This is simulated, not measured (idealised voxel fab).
The process module presented herein is designated voxel capacitor over wiring.
The figure presents cross-section cut, which has a width of 225 nm and is divided into square cells with an edge length of 5 nm.
In what follows, cross-sections appear as grids of square cells, described through bands that run from the top down, where every band is one or more rows of cells. Band: top and bottom heights (nm) first, top before bottom; then materials from left to right, widths in nm. "full width" marks a sole material filling the band edge to edge. "empty" denotes empty space. Beneath 0, the wafer as received is one material, and that level is where height counting begins. The lowest band goes on downward without a bottom; it is written like "0 -> down". The width entry "30..40" should be interpreted row by row: the top row of cells in the band takes the first number, the bottom row takes the second number, and the change between adjacent rows is uniform throughout. Where the words "nothing different" appear for a step, the cross-section shows no cell changed by that step; every cell remained as before. Heads up: "Fully sealed cavities" only lists the empty pockets with no open path to the top that are 8 cells or more, and it writes them as width x height at distance, distance from the left edge, in nm. Post-settings text on a step line: simulator's own remark regarding the step. A step's line can hold "overlay nm"; with a mask on that step, the setting says how far right of the planned place the mask lay, while a negative setting says it lay to the left. So the way this works: pairs, before and after one process step. The after picture only goes down to the lowest band that actually changed, nothing below. Step and its settings are under each pair. And watch out, pairs might come from different runs of this module, same starting wafer though, so a pair only follows on from the one above if its "Before-step section" entry tells you so.
Before-step section:
- 125 -> 115  empty (80), aC (55), empty (90)
- 115 -> 110  empty (80), TiN (55), empty (90)
- 110 -> 105  aC (65), empty (15), TiN (55), aC (90)
- 105 -> 100  aC (80), SiN (55), aC (90)
- 100 -> 95  TiN (65), aC (15), TiN (145)
- 95 -> 90  TiN full width
- 90 -> 85  lowk (65), TiN (15), lowk (145)
- 85 -> 80  lowk (65), SiN (15), lowk (145)
- 80 -> 70  lowk (65), TiN (15), lowk (145)
- 70 -> 50  lowk full width
- 50 -> 45  SiCN full width
- 45 -> 20  SiO2 (45), SiN (5), W (30), SiN (5), SiO2 (55), SiN (5), W (30), SiN (5), SiO2 (45)
- 20 -> 15  SiN (50), TiN (30), SiN (65), TiN (30), SiN (50)
- 15 -> 0  SiO2 full width
- 0 -> down  Si full width
- Fully sealed cavities: none
Post-Step Appearance:
- 150 -> 125  empty (60), resist (80), empty (85)
- 125 -> 115  empty (60), resist (20), aC (55), resist (5), empty (85)
- 115 -> 110  empty (60), resist (20), TiN (55), resist (5), empty (85)
- 110 -> 105  aC (65), resist (15), TiN (55), aC (90)
- Rest of section, below 105: as before.
- Fully sealed cavities: none
Between before and after above, the operation and settings are PATTERN | tone cover | mask id LOWER_PLATE | material resist | width nm 80 | thk nm 25 | overlay nm 0
Before-step section: look at the pair above, its after cross-section is where this step starts.
Post-Step Appearance:
- 140 -> 125  empty (60), resist (80), empty (85)
- 125 -> 115  empty (60), resist (20), aC (55), resist (5), empty (85)
- 115 -> 110  empty (60), resist (20), TiN (55), resist (5), empty (85)
- 110 -> 105  empty (60), aC (5), resist (15), TiN (55), aC (5), empty (85)
- 105 -> 100  empty (60), aC (20), SiN (55), aC (5), empty (85)
- Rest of section, below 100: as before.
- Fully sealed cavities: none
Between before and after above, the operation and settings are DIRECTIONAL_ETCH | etch materials aC | depth nm 10
Before-step section: look at the pair above, its after cross-section is where this step starts.
Post-Step Appearance:
- 125 -> 115  empty (80), aC (55), empty (90)
- 115 -> 110  empty (80), TiN (55), empty (90)
- 110 -> 105  empty (60), aC (5), empty (15), TiN (55), aC (5), empty (85)
- Rest of section, below 105: as before.
- Fully sealed cavities: none
Between before and after above, the operation and settings are STRIP | etch materials resist
Before-step section: look at the pair above, its after cross-section is where this step starts.
Post-Step Appearance:
- 125 -> 115  empty (80), aC (55), empty (90)
- 115 -> 110  empty (80), TiN (55), empty (90)
- 110 -> 105  empty (60), aC (5), empty (15), TiN (55), aC (5), empty (85)
- 105 -> 100  empty (60), aC (20), SiN (55), aC (5), empty (85)
- 100 -> 95  empty (60), TiN (5), aC (15), TiN (60), empty (85)
- 95 -> 90  empty (60), TiN (80), empty (85)
- Rest of section, below 90: as before.
- Fully sealed cavities: none
Between before and after above, the operation and settings are DIRECTIONAL_ETCH | etch materials TiN | depth nm 10
Before-step section: look at the pair above, its after cross-section is where this step starts.
Post-Step Appearance:
- 115 -> 105  empty (80), TiN (55), empty (90)
- 105 -> 100  empty (80), SiN (55), empty (90)
- 100 -> 95  empty (60), TiN (5), empty (15), TiN (60), empty (85)
- Rest of section, below 95: as before.
- Fully sealed cavities: none
Between before and after above, the operation and settings are STRIP | etch materials aC
Before-step section: look at the pair above, its after cross-section is where this step starts.
Post-Step Appearance:
- 135 -> 115  SiO2 full width
- 115 -> 105  SiO2 (80), TiN (55), SiO2 (90)
- 105 -> 100  SiO2 (80), SiN (55), SiO2 (90)
- 100 -> 95  SiO2 (60), TiN (5), SiO2 (15), TiN (60), SiO2 (85)
- 95 -> 90  SiO2 (60), TiN (80), SiO2 (85)
- Rest of section, below 90: as before.
- Fully sealed cavities: none
Between before and after above, the operation and settings are FILL_DEP | material SiO2 | thk nm 20
Before-step section: look at the pair above, its after cross-section is where this step starts.
Post-Step Appearance:
- 110 -> 105  SiO2 (80), TiN (55), SiO2 (90)
- Rest of section, below 105: as before.
- Fully sealed cavities: none
Between before and after above, the operation and settings are CMP | height nm 110
Before-step section: look at the pair above, its after cross-section is where this step starts.
Post-Step Appearance:
- 125 -> 110  aC full width
- Rest of section, below 110: as before.
- Fully sealed cavities: none
Between before and after above, the operation and settings are DIRECTIONAL_DEP | material aC | thk nm 15
Before-step section: look at the pair above, its after cross-section is where this step starts.
Post-Step Appearance:
- 160 -> 125  resist (75), empty (15), resist (135)
- Rest of section, below 125: as before.
- Fully sealed cavities: none
Between before and after above, the operation and settings are PATTERN | tone open | mask id PLUG_2 | material resist | width nm 15 | thk nm 35 | overlay nm 0
Before-step section: look at the pair above, its after cross-section is where this step starts.
Post-Step Appearance:
- 145 -> 125  resist (75), empty (15), resist (135)
- 125 -> 110  aC (75), empty (15), aC (135)
- Rest of section, below 110: as before.
- Fully sealed cavities: none
Between before and after above, the operation and settings are DIRECTIONAL_ETCH | etch materials aC | depth nm 15
Before-step section: look at the pair above, its after cross-section is where this step starts.
Post-Step Appearance:
- 125 -> 110  aC (75), empty (15), aC (135)
- Rest of section, below 110: as before.
- Fully sealed cavities: none
Between before and after above, the operation and settings are STRIP | etch materials resist
Before-step section: look at the pair above, its after cross-section is where this step starts.
Post-Step Appearance:
- 125 -> 110  aC (75), empty (15), aC (135)
- 110 -> 105  SiO2 (75), empty (5), TiN (55), SiO2 (90)
- 105 -> 100  SiO2 (75), empty (5), SiN (55), SiO2 (90)
- 100 -> 95  SiO2 (60), TiN (5), SiO2 (10), empty (5), TiN (60), SiO2 (85)
- Rest of section, below 95: as before.
- Fully sealed cavities: none
Between before and after above, the operation and settings are DIRECTIONAL_ETCH | etch materials SiO2 | depth nm 15
Before-step section: look at the pair above, its after cross-section is where this step starts.
Post-Step Appearance:
- 110 -> 105  SiO2 (75), empty (5), TiN (55), SiO2 (90)
- Rest of section, below 105: as before.
- Fully sealed cavities: none
Between before and after above, the operation and settings are STRIP | etch materials aC
Before-step section: look at the pair above, its after cross-section is where this step starts.
Post-Step Appearance:
- 115 -> 110  TiN full width
- 110 -> 105  SiO2 (75), TiN (60), SiO2 (90)
- 105 -> 100  SiO2 (75), TiN (5), SiN (55), SiO2 (90)
- 100 -> 95  SiO2 (60), TiN (5), SiO2 (10), TiN (65), SiO2 (85)
- Rest of section, below 95: as before.
- Fully sealed cavities: none
Between before and after above, the operation and settings are CONFORMAL_DEP | material TiN | thk nm 5
Before-step section: look at the pair above, its after cross-section is where this step starts.
Post-Step Appearance:
- 125 -> 115  Ru full width
- Rest of section, below 115: as before.
- Fully sealed cavities: none
Between before and after above, the operation and settings are FILL_DEP | material Ru | thk nm 10
Before-step section: look at the pair above, its after cross-section is where this step starts.
Post-Step Appearance:
- 110 -> 105  SiO2 (75), TiN (60), SiO2 (90)
- Rest of section, below 105: as before.
- Fully sealed cavities: none
Between before and after above, the operation and settings are CMP | height nm 110
Before-step section: look at the pair above, its after cross-section is where this step starts.
Post-Step Appearance:
- 115 -> 110  SiCN full width
- Rest of section, below 110: as before.
- Fully sealed cavities: none
Between before and after above, the operation and settings are CONFORMAL_DEP | material SiCN | thk nm 5
Before-step section:
- 0 -> down  Si full width
- Fully sealed cavities: none
Post-Step Appearance:
- 5 -> 0  TiN full width
- Rest of section, below 0: as before.
- Fully sealed cavities: none
Between before and after above, the operation and settings are DIRECTIONAL_DEP | material TiN | thk nm 5
Before-step section: look at the pair above, its after cross-section is where this step starts.
Post-Step Appearance:
- 20 -> 5  SiO2 full width
- Rest of section, below 5: as before.
- Fully sealed cavities: none
Between before and after above, the operation and settings are CONFORMAL_DEP | material SiO2 | thk nm 15
Before-step section: look at the pair above, its after cross-section is where this step starts.
Post-Step Appearance:
- 45 -> 20  W full width
- Rest of section, below 20: as before.
- Fully sealed cavities: none
Between before and after above, the operation and settings are DIRECTIONAL_DEP | material W | thk nm 25
Before-step section: look at the pair above, its after cross-section is where this step starts.
Post-Step Appearance:
- 45 -> 20  empty (50), W (30), empty (65), W (30), empty (50)
- Rest of section, below 20: as before.
- Fully sealed cavities: none
Between before and after above, the operation and settings are MASKED_ETCH | tone cover | mask id METAL_1 | width nm 30 | pitch nm 95 | etch materials W | depth nm 25 | overlay nm 0
Before-step section: look at the pair above, its after cross-section is where this step starts.
Post-Step Appearance:
- 50 -> 45  empty (45), SiN (40), empty (55), SiN (40), empty (45)
- 45 -> 25  empty (45), SiN (5), W (30), SiN (5), empty (55), SiN (5), W (30), SiN (5), empty (45)
- 25 -> 20  SiN (50), W (30), SiN (65), W (30), SiN (50)
- Rest of section, below 20: as before.
- Fully sealed cavities: none
Between before and after above, the operation and settings are CONFORMAL_DEP | material SiN | thk nm 5
Before-step section: look at the pair above, its after cross-section is where this step starts.
Post-Step Appearance:
- 60 -> 50  SiO2 full width
- 50 -> 45  SiO2 (45), SiN (40), SiO2 (55), SiN (40), SiO2 (45)
- 45 -> 25  SiO2 (45), SiN (5), W (30), SiN (5), SiO2 (55), SiN (5), W (30), SiN (5), SiO2 (45)
- Rest of section, below 25: as before.
- Fully sealed cavities: none
Between before and after above, the operation and settings are FILL_DEP | material SiO2 | thk nm 10
Before-step section: look at the pair above, its after cross-section is where this step starts.
Post-Step Appearance:
- 45 -> 25  SiO2 (45), SiN (5), W (30), SiN (5), SiO2 (55), SiN (5), W (30), SiN (5), SiO2 (45)
- Rest of section, below 25: as before.
- Fully sealed cavities: none
Between before and after above, the operation and settings are CMP | height nm 45
Before-step section: look at the pair above, its after cross-section is where this step starts.
Post-Step Appearance:
- 50 -> 45  SiCN full width
- Rest of section, below 45: as before.
- Fully sealed cavities: none
Between before and after above, the operation and settings are CONFORMAL_DEP | material SiCN | thk nm 5
Before-step section: look at the pair above, its after cross-section is where this step starts.
Post-Step Appearance:
- 70 -> 50  lowk full width
- Rest of section, below 50: as before.
- Fully sealed cavities: none
Between before and after above, the operation and settings are DIRECTIONAL_DEP | material lowk | thk nm 20
Before-step section: look at the pair above, its after cross-section is where this step starts.
Post-Step Appearance:
- 85 -> 70  aC full width
- Rest of section, below 70: as before.
- Fully sealed cavities: none
Between before and after above, the operation and settings are DIRECTIONAL_DEP | material aC | thk nm 15
Before-step section: look at the pair above, its after cross-section is where this step starts.
Post-Step Appearance:
- 115 -> 85  resist (65), empty (15), resist (145)
- Rest of section, below 85: as before.
- Fully sealed cavities: none
Between before and after above, the operation and settings are PATTERN | tone open | mask id PLUG_1 | material resist | width nm 15 | thk nm 30 | overlay nm 0
Before-step section: look at the pair above, its after cross-section is where this step starts.
Post-Step Appearance:
- 100 -> 85  resist (65), empty (15), resist (145)
- 85 -> 70  aC (65), empty (15), aC (145)
- Rest of section, below 70: as before.
- Fully sealed cavities: none
Between before and after above, the operation and settings are DIRECTIONAL_ETCH | etch materials aC | depth nm 15
Before-step section: look at the pair above, its after cross-section is where this step starts.
Post-Step Appearance:
- 85 -> 70  aC (65), empty (15), aC (145)
- Rest of section, below 70: as before.
- Fully sealed cavities: none
Between before and after above, the operation and settings are STRIP | etch materials resist
Before-step section: look at the pair above, its after cross-section is where this step starts.
Post-Step Appearance:
- 85 -> 70  aC (65), empty (15), aC (145)
- 70 -> 50  lowk (65), empty (15), lowk (145)
- Rest of section, below 50: as before.
- Fully sealed cavities: none
Between before and after above, the operation and settings are DIRECTIONAL_ETCH | etch materials lowk | depth nm 20
Before-step section: look at the pair above, its after cross-section is where this step starts.
Post-Step Appearance:
- 85 -> 70  aC (65), empty (15), aC (145)
- 70 -> 50  lowk (65), empty (15), lowk (145)
- 50 -> 45  SiCN (65), empty (15), SiCN (145)
- Rest of section, below 45: as before.
- Fully sealed cavities: none
Between before and after above, the operation and settings are DIRECTIONAL_ETCH | etch materials SiCN | depth nm 5
Before-step section: look at the pair above, its after cross-section is where this step starts.
Post-Step Appearance:
- 70 -> 50  lowk (65), empty (15), lowk (145)
- Rest of section, below 50: as before.
- Fully sealed cavities: none
Between before and after above, the operation and settings are STRIP | etch materials aC
Before-step section: look at the pair above, its after cross-section is where this step starts.
Post-Step Appearance:
- 70 -> 55  lowk (65), empty (15), lowk (145)
- 55 -> 50  lowk (65), Ru (15), lowk (145)
- 50 -> 45  SiCN (65), Ru (15), SiCN (145)
- Rest of section, below 45: as before.
- Fully sealed cavities: none
Between before and after above, the operation and settings are EPI | material Ru | thk nm 10
Before-step section: look at the pair above, its after cross-section is where this step starts.
Post-Step Appearance:
- 70 -> 65  lowk (65), empty (15), lowk (145)
- 65 -> 50  lowk (65), Ru (15), lowk (145)
- Rest of section, below 50: as before.
- Fully sealed cavities: none
Between before and after above, the operation and settings are EPI | material Ru | thk nm 10
Before-step section: look at the pair above, its after cross-section is where this step starts.
Post-Step Appearance:
- 70 -> 50  lowk (65), Ru (15), lowk (145)
- Rest of section, below 50: as before.
- Fully sealed cavities: none
Between before and after above, the operation and settings are EPI | material Ru | thk nm 5
Before-step section: look at the pair above, its after cross-section is where this step starts.
Post-Step Appearance:
- 80 -> 70  TiN full width
- Rest of section, below 70: as before.
- Fully sealed cavities: none
Between before and after above, the operation and settings are DIRECTIONAL_DEP | material TiN | thk nm 10
Before-step section: look at the pair above, its after cross-section is where this step starts.
Post-Step Appearance:
- 85 -> 80  SiN full width
- Rest of section, below 80: as before.
- Fully sealed cavities: none
Between before and after above, the operation and settings are DIRECTIONAL_DEP | material SiN | thk nm 5
Before-step section: look at the pair above, its after cross-section is where this step starts.
Post-Step Appearance:
- 95 -> 85  TiN full width
- Rest of section, below 85: as before.
- Fully sealed cavities: none
Between before and after above, the operation and settings are DIRECTIONAL_DEP | material TiN | thk nm 10
Before-step section: look at the pair above, its after cross-section is where this step starts.
Post-Step Appearance:
- 110 -> 95  aC full width
- Rest of section, below 95: as before.
- Fully sealed cavities: none
Between before and after above, the operation and settings are DIRECTIONAL_DEP | material aC | thk nm 15
Before-step section: look at the pair above, its after cross-section is where this step starts.
Post-Step Appearance:
- 145 -> 110  empty (65), resist (70), empty (90)
- Rest of section, below 110: as before.
- Fully sealed cavities: none
Between before and after above, the operation and settings are PATTERN | tone cover | mask id UPPER_PLATE | material resist | width nm 70 | thk nm 35 | overlay nm 0
Before-step section: look at the pair above, its after cross-section is where this step starts.
Post-Step Appearance:
- 130 -> 110  empty (65), resist (70), empty (90)
- 110 -> 95  empty (65), aC (70), empty (90)
- Rest of section, below 95: as before.
- Fully sealed cavities: none
Between before and after above, the operation and settings are DIRECTIONAL_ETCH | etch materials aC | depth nm 15
Before-step section: look at the pair above, its after cross-section is where this step starts.
Post-Step Appearance:
- 110 -> 95  empty (65), aC (70), empty (90)
- Rest of section, below 95: as before.
- Fully sealed cavities: none
Between before and after above, the operation and settings are STRIP | etch materials resist
Before-step section: look at the pair above, its after cross-section is where this step starts.
Post-Step Appearance:
- 110 -> 95  empty (65), aC (70), empty (90)
- 95 -> 85  empty (65), TiN (70), empty (90)
- Rest of section, below 85: as before.
- Fully sealed cavities: none
Between before and after above, the operation and settings are DIRECTIONAL_ETCH | etch materials TiN | depth nm 10
Before-step section: look at the pair above, its after cross-section is where this step starts.
Post-Step Appearance:
- 110 -> 95  empty (65), aC (70), empty (90)
- 95 -> 85  empty (65), TiN (70), empty (90)
- 85 -> 80  empty (65), SiN (70), empty (90)
- Rest of section, below 80: as before.
- Fully sealed cavities: none
Between before and after above, the operation and settings are DIRECTIONAL_ETCH | etch materials SiN | depth nm 5
Before-step section: look at the pair above, its after cross-section is where this step starts.
Post-Step Appearance:
- 95 -> 85  empty (65), TiN (70), empty (90)
- Rest of section, below 85: as before.
- Fully sealed cavities: none
Between before and after above, the operation and settings are STRIP | etch materials aC
Before-step section: look at the pair above, its after cross-section is where this step starts.
Post-Step Appearance:
- 105 -> 95  empty (65), aC (70), empty (90)
- 95 -> 90  empty (65), TiN (70), empty (90)
- 90 -> 85  aC (65), TiN (70), aC (90)
- 85 -> 80  aC (65), SiN (70), aC (90)
- Rest of section, below 80: as before.
- Fully sealed cavities: none
Between before and after above, the operation and settings are DIRECTIONAL_DEP | material aC | thk nm 10
Before-step section: look at the pair above, its after cross-section is where this step starts.
Post-Step Appearance:
- 130 -> 105  empty (60), resist (80), empty (85)
- 105 -> 95  empty (60), resist (5), aC (70), resist (5), empty (85)
- 95 -> 90  empty (60), resist (5), TiN (70), resist (5), empty (85)
- Rest of section, below 90: as before.
- Fully sealed cavities: none
Between before and after above, the operation and settings are PATTERN | tone cover | mask id LOWER_PLATE | material resist | width nm 80 | thk nm 25 | overlay nm 0
Before-step section: look at the pair above, its after cross-section is where this step starts.
Post-Step Appearance:
- 120 -> 105  empty (60), resist (80), empty (85)
- 105 -> 95  empty (60), resist (5), aC (70), resist (5), empty (85)
- 95 -> 90  empty (60), resist (5), TiN (70), resist (5), empty (85)
- 90 -> 85  empty (60), aC (5), TiN (70), aC (5), empty (85)
- 85 -> 80  empty (60), aC (5), SiN (70), aC (5), empty (85)
- Rest of section, below 80: as before.
- Fully sealed cavities: none
Between before and after above, the operation and settings are DIRECTIONAL_ETCH | etch materials aC | depth nm 10
Before-step section: look at the pair above, its after cross-section is where this step starts.
Post-Step Appearance:
- 105 -> 95  empty (65), aC (70), empty (90)
- 95 -> 90  empty (65), TiN (70), empty (90)
- Rest of section, below 90: as before.
- Fully sealed cavities: none
Between before and after above, the operation and settings are STRIP | etch materials resist
Before-step section: look at the pair above, its after cross-section is where this step starts.
Post-Step Appearance:
- 105 -> 95  empty (65), aC (70), empty (90)
- 95 -> 90  empty (65), TiN (70), empty (90)
- 90 -> 85  empty (60), aC (5), TiN (70), aC (5), empty (85)
- 85 -> 80  empty (60), aC (5), SiN (70), aC (5), empty (85)
- 80 -> 70  empty (60), TiN (80), empty (85)
- Rest of section, below 70: as before.
- Fully sealed cavities: none
Between before and after above, the operation and settings are DIRECTIONAL_ETCH | etch materials TiN | depth nm 10
Before-step section: look at the pair above, its after cross-section is where this step starts.
Post-Step Appearance:
- 95 -> 85  empty (65), TiN (70), empty (90)
- 85 -> 80  empty (65), SiN (70), empty (90)
- Rest of section, below 80: as before.
- Fully sealed cavities: none
Between before and after above, the operation and settings are STRIP | etch materials aC
Before-step section: look at the pair above, its after cross-section is where this step starts.
Post-Step Appearance:
- 115 -> 95  SiO2 full width
- 95 -> 85  SiO2 (65), TiN (70), SiO2 (90)
- 85 -> 80  SiO2 (65), SiN (70), SiO2 (90)
- 80 -> 70  SiO2 (60), TiN (80), SiO2 (85)
- Rest of section, below 70: as before.
- Fully sealed cavities: none
Between before and after above, the operation and settings are FILL_DEP | material SiO2 | thk nm 20
Before-step section: look at the pair above, its after cross-section is where this step starts.
Post-Step Appearance:
- 110 -> 95  SiO2 full width
- Rest of section, below 95: as before.
- Fully sealed cavities: none
Between before and after above, the operation and settings are CMP | height nm 110
Before-step section: look at the pair above, its after cross-section is where this step starts.
Post-Step Appearance:
- 125 -> 110  aC full width
- Rest of section, below 110: as before.
- Fully sealed cavities: none
Between before and after above, the operation and settings are DIRECTIONAL_DEP | material aC | thk nm 15
Before-step section: look at the pair above, its after cross-section is where this step starts.
Post-Step Appearance:
- 160 -> 125  resist (75), empty (15), resist (135)
- Rest of section, below 125: as before.
- Fully sealed cavities: none
Between before and after above, the operation and settings are PATTERN | tone open | mask id PLUG_2 | material resist | width nm 15 | thk nm 35 | overlay nm 0
Before-step section: look at the pair above, its after cross-section is where this step starts.
Post-Step Appearance:
- 145 -> 125  resist (75), empty (15), resist (135)
- 125 -> 110  aC (75), empty (15), aC (135)
- Rest of section, below 110: as before.
- Fully sealed cavities: none
Between before and after above, the operation and settings are DIRECTIONAL_ETCH | etch materials aC | depth nm 15
Before-step section: look at the pair above, its after cross-section is where this step starts.
Post-Step Appearance:
- 125 -> 110  aC (75), empty (15), aC (135)
- Rest of section, below 110: as before.
- Fully sealed cavities: none
Between before and after above, the operation and settings are STRIP | etch materials resist
Before-step section: look at the pair above, its after cross-section is where this step starts.
Post-Step Appearance:
- 125 -> 110  aC (75), empty (15), aC (135)
- 110 -> 95  SiO2 (75), empty (15), SiO2 (135)
- Rest of section, below 95: as before.
- Fully sealed cavities: none
Between before and after above, the operation and settings are DIRECTIONAL_ETCH | etch materials SiO2 | depth nm 15
Before-step section: look at the pair above, its after cross-section is where this step starts.
Post-Step Appearance:
- 110 -> 95  SiO2 (75), empty (15), SiO2 (135)
- Rest of section, below 95: as before.
- Fully sealed cavities: none
Between before and after above, the operation and settings are STRIP | etch materials aC
Before-step section: look at the pair above, its after cross-section is where this step starts.
Post-Step Appearance:
- 115 -> 110  TiN (80), empty (5), TiN (140)
- 110 -> 100  SiO2 (75), TiN (5), empty (5), TiN (5), SiO2 (135)
- 100 -> 95  SiO2 (75), TiN (15), SiO2 (135)
- Rest of section, below 95: as before.
- Fully sealed cavities: none
Between before and after above, the operation and settings are CONFORMAL_DEP | material TiN | thk nm 5
Before-step section: look at the pair above, its after cross-section is where this step starts.
Post-Step Appearance:
- 125 -> 115  Ru full width
- 115 -> 110  TiN (80), Ru (5), TiN (140)
- 110 -> 100  SiO2 (75), TiN (5), Ru (5), TiN (5), SiO2 (135)
- Rest of section, below 100: as before.
- Fully sealed cavities: none
Between before and after above, the operation and settings are FILL_DEP | material Ru | thk nm 10
Before-step section: look at the pair above, its after cross-section is where this step starts.
Post-Step Appearance:
- 110 -> 100  SiO2 (75), TiN (5), Ru (5), TiN (5), SiO2 (135)
- Rest of section, below 100: as before.
- Fully sealed cavities: none
Between before and after above, the operation and settings are CMP | height nm 110
Before-step section: look at the pair above, its after cross-section is where this step starts.
Post-Step Appearance:
- 115 -> 110  SiCN full width
- Rest of section, below 110: as before.
- Fully sealed cavities: none
Between before and after above, the operation and settings are CONFORMAL_DEP | material SiCN | thk nm 5
Before-step section:
- 125 -> 115  Ru full width
- 115 -> 110  TiN (80), Ru (5), TiN (140)
- 110 -> 100  SiO2 (75), TiN (5), Ru (5), TiN (5), SiO2 (135)
- 100 -> 95  SiO2 (75), TiN (15), SiO2 (135)
- 95 -> 85  SiO2 (65), TiN (70), SiO2 (90)
- 85 -> 80  SiO2 (65), SiN (70), SiO2 (90)
- 80 -> 70  SiO2 (60), TiN (80), SiO2 (85)
- 70 -> 50  lowk (65), Ru (15), lowk (145)
- 50 -> 45  SiCN (65), Ru (15), SiCN (145)
- 45 -> 20  SiO2 (45), SiN (5), W (30), SiN (5), SiO2 (55), SiN (5), W (30), SiN (5), SiO2 (45)
- 20 -> 15  SiN (50), TiN (30), SiN (65), TiN (30), SiN (50)
- 15 -> 0  SiO2 full width
- 0 -> down  Si full width
- Fully sealed cavities: none
Post-Step Appearance:
- 100 -> 95  SiO2 (75), TiN (15), SiO2 (135)
- Rest of section, below 95: as before.
- Fully sealed cavities: none
Between before and after above, the operation and settings are CMP | height nm 100
Before-step section: look at the pair above, its after cross-section is where this step starts.
Post-Step Appearance:
- 105 -> 100  SiCN full width
- Rest of section, below 100: as before.
- Fully sealed cavities: none
Between before and after above, the operation and settings are CONFORMAL_DEP | material SiCN | thk nm 5
Before-step section:
- 45 -> 20  W full width
- 20 -> 15  TiN full width
- 15 -> 0  SiO2 full width
- 0 -> down  Si full width
- Fully sealed cavities: none
Post-Step Appearance:
- 45 -> 20  empty (55), W (20), empty (75), W (20), empty (55)
- Rest of section, below 20: as before.
- Fully sealed cavities: none
Between before and after above, the operation and settings are MASKED_ETCH | tone cover | mask id METAL_1 | width nm 20 | pitch nm 95 | etch materials W | depth nm 25 | overlay nm 0
Before-step section: look at the pair above, its after cross-section is where this step starts.
Post-Step Appearance:
- 45 -> 20  empty (55), W (20), empty (75), W (20), empty (55)
- 20 -> 15  empty (50), TiN (30), empty (65), TiN (30), empty (50)
- Rest of section, below 15: as before.
- Fully sealed cavities: none
Between before and after above, the operation and settings are MASKED_ETCH | tone cover | mask id METAL_1 | width nm 30 | pitch nm 95 | etch materials TiN | depth nm 5 | overlay nm 0
Before-step section: look at the pair above, its after cross-section is where this step starts.
Post-Step Appearance:
- 50 -> 45  empty (50), SiN (30), empty (65), SiN (30), empty (50)
- 45 -> 25  empty (50), SiN (5), W (20), SiN (5), empty (65), SiN (5), W (20), SiN (5), empty (50)
- 25 -> 20  empty (45), SiN (10), W (20), SiN (10), empty (55), SiN (10), W (20), SiN (10), empty (45)
- 20 -> 15  SiN (50), TiN (30), SiN (65), TiN (30), SiN (50)
- Rest of section, below 15: as before.
- Fully sealed cavities: none
Between before and after above, the operation and settings are CONFORMAL_DEP | material SiN | thk nm 5
Before-step section: look at the pair above, its after cross-section is where this step starts.
Post-Step Appearance:
- 60 -> 50  SiO2 full width
- 50 -> 45  SiO2 (50), SiN (30), SiO2 (65), SiN (30), SiO2 (50)
- 45 -> 25  SiO2 (50), SiN (5), W (20), SiN (5), SiO2 (65), SiN (5), W (20), SiN (5), SiO2 (50)
- 25 -> 20  SiO2 (45), SiN (10), W (20), SiN (10), SiO2 (55), SiN (10), W (20), SiN (10), SiO2 (45)
- Rest of section, below 20: as before.
- Fully sealed cavities: none
Between before and after above, the operation and settings are FILL_DEP | material SiO2 | thk nm 10
Before-step section: look at the pair above, its after cross-section is where this step starts.
Post-Step Appearance:
- 45 -> 25  SiO2 (50), SiN (5), W (20), SiN (5), SiO2 (65), SiN (5), W (20), SiN (5), SiO2 (50)
- Rest of section, below 25: as before.
- Fully sealed cavities: none
Between before and after above, the operation and settings are CMP | height nm 45
Before-step section: look at the pair above, its after cross-section is where this step starts.
Post-Step Appearance:
- 50 -> 45  SiCN full width
- Rest of section, below 45: as before.
- Fully sealed cavities: none
Between before and after above, the operation and settings are CONFORMAL_DEP | material SiCN | thk nm 5
Before-step section: look at the pair above, its after cross-section is where this step starts.
Post-Step Appearance:
- 70 -> 50  lowk full width
- Rest of section, below 50: as before.
- Fully sealed cavities: none
Between before and after above, the operation and settings are DIRECTIONAL_DEP | material lowk | thk nm 20
Before-step section: look at the pair above, its after cross-section is where this step starts.
Post-Step Appearance:
- 85 -> 70  aC full width
- Rest of section, below 70: as before.
- Fully sealed cavities: none
Between before and after above, the operation and settings are DIRECTIONAL_DEP | material aC | thk nm 15
Before-step section: look at the pair above, its after cross-section is where this step starts.
Post-Step Appearance:
- 115 -> 85  resist (65), empty (15), resist (145)
- Rest of section, below 85: as before.
- Fully sealed cavities: none
Between before and after above, the operation and settings are PATTERN | tone open | mask id PLUG_1 | material resist | width nm 15 | thk nm 30 | overlay nm 0
Before-step section: look at the pair above, its after cross-section is where this step starts.
Post-Step Appearance:
- 100 -> 85  resist (65), empty (15), resist (145)
- 85 -> 70  aC (65), empty (15), aC (145)
- Rest of section, below 70: as before.
- Fully sealed cavities: none
Between before and after above, the operation and settings are DIRECTIONAL_ETCH | etch materials aC | depth nm 15
Before-step section: look at the pair above, its after cross-section is where this step starts.
Post-Step Appearance:
- 85 -> 70  aC (65), empty (15), aC (145)
- Rest of section, below 70: as before.
- Fully sealed cavities: none
Between before and after above, the operation and settings are STRIP | etch materials resist
Before-step section: look at the pair above, its after cross-section is where this step starts.
Post-Step Appearance:
- 85 -> 70  aC (65), empty (15), aC (145)
- 70 -> 50  lowk (65), empty (15), lowk (145)
- Rest of section, below 50: as before.
- Fully sealed cavities: none
Between before and after above, the operation and settings are DIRECTIONAL_ETCH | etch materials lowk | depth nm 20
Before-step section: look at the pair above, its after cross-section is where this step starts.
Post-Step Appearance:
- 85 -> 70  aC (65), empty (15), aC (145)
- 70 -> 50  lowk (65), empty (15), lowk (145)
- 50 -> 45  SiCN (65), empty (15), SiCN (145)
- Rest of section, below 45: as before.
- Fully sealed cavities: none
Between before and after above, the operation and settings are DIRECTIONAL_ETCH | etch materials SiCN | depth nm 5
Before-step section: look at the pair above, its after cross-section is where this step starts.
Post-Step Appearance:
- 70 -> 50  lowk (65), empty (15), lowk (145)
- Rest of section, below 50: as before.
- Fully sealed cavities: none
Between before and after above, the operation and settings are STRIP | etch materials aC
Before-step section: look at the pair above, its after cross-section is where this step starts.
Post-Step Appearance:
- 70 -> 55  lowk (65), empty (15), lowk (145)
- 55 -> 50  lowk (65), Ru (15), lowk (145)
- 50 -> 45  SiCN (65), Ru (15), SiCN (145)
- Rest of section, below 45: as before.
- Fully sealed cavities: none
Between before and after above, the operation and settings are EPI | material Ru | thk nm 10
Before-step section: look at the pair above, its after cross-section is where this step starts.
Post-Step Appearance:
- 70 -> 65  lowk (65), empty (15), lowk (145)
- 65 -> 50  lowk (65), Ru (15), lowk (145)
- Rest of section, below 50: as before.
- Fully sealed cavities: none
Between before and after above, the operation and settings are EPI | material Ru | thk nm 10
Before-step section: look at the pair above, its after cross-section is where this step starts.
Post-Step Appearance:
- 70 -> 50  lowk (65), Ru (15), lowk (145)
- Rest of section, below 50: as before.
- Fully sealed cavities: none
Between before and after above, the operation and settings are EPI | material Ru | thk nm 5
Before-step section: look at the pair above, its after cross-section is where this step starts.
Post-Step Appearance:
- 80 -> 70  TiN full width
- Rest of section, below 70: as before.
- Fully sealed cavities: none
Between before and after above, the operation and settings are DIRECTIONAL_DEP | material TiN | thk nm 10
Before-step section: look at the pair above, its after cross-section is where this step starts.
Post-Step Appearance:
- 85 -> 80  SiN full width
- Rest of section, below 80: as before.
- Fully sealed cavities: none
Between before and after above, the operation and settings are DIRECTIONAL_DEP | material SiN | thk nm 5
